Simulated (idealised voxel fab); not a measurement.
voxel lift off: a process module
In the cross-section labelled cut, the width is 200 nm and each square cell is 5 nm.
Just so we're on the same page, the cross-sections are grids of square cells, and they're listed out in bands top to bottom, each band one or more rows deep. Heights first: top, then bottom, in nm. Then materials, left to right, each with a width in nm. "all across" on a single material: fills the band edge to edge. "empty": empty space. Zero point of the height axis is 0; under it, received wafer = one material. Lowest band: continues down indefinitely, "z 0 and below". A two-number width, for instance "30..40", indicates that the width is equal to the first number in the top row of the band and to the second number in the bottom row, and that it changes by a constant amount per row of cells. Step marked "remained unchanged"? Then no cell in the cross-section changed in it. Entry "Cavities, closed". Content: empty spaces with no open connection to the top, size 8 cells or greater. Each: width x height at distance. Distance: from left edge. Unit: nm. Anything after a step's settings on that line? It's the simulator's own note about the step. When a step includes a mask, the "overlay nm" setting on its line states how far to the right of its planned place that mask lay, and negative values state how far to the left.
### The following list gives the planned process steps
step 1: RECEIVE: material Si
step 2: CONFORMAL_DEP: material Al2O3, thk nm 5
step 3: PATTERN: tone open, mask id LINES, material resist, width nm 15, pitch nm 45, thk nm 15, overlay nm 0
step 4: DIRECTIONAL_DEP: material Ru, thk nm 5
step 5: STRIP: etch materials resist
step 6: CONFORMAL_DEP: material SiO2, thk nm 5
Where the wafers of this document differ is in the width nm of step 3; they start out the same, and the plan states the value that applied to the first wafer.
### The first of several wafers in cross-section, exactly as it reached us after step 1
	z 0 and below: Si all across
	Cavities, closed: none
### The table below has one row for each wafer; a row shows, as of the end of the module, how many cells of each material the wafer has gained, marked (+), or lost, marked (-), since it was received, and then the wafer's closed voids
width nm 15 | +40 Al2O3 | +9 Ru | +46 SiO2 | Cavities, closed: none
width nm 20 | +40 Al2O3 | +12 Ru | +46 SiO2 | Cavities, closed: none
width nm 25 | +40 Al2O3 | +15 Ru | +46 SiO2 | Cavities, closed: none
width nm 30 | +40 Al2O3 | +18 Ru | +46 SiO2 | Cavities, closed: none
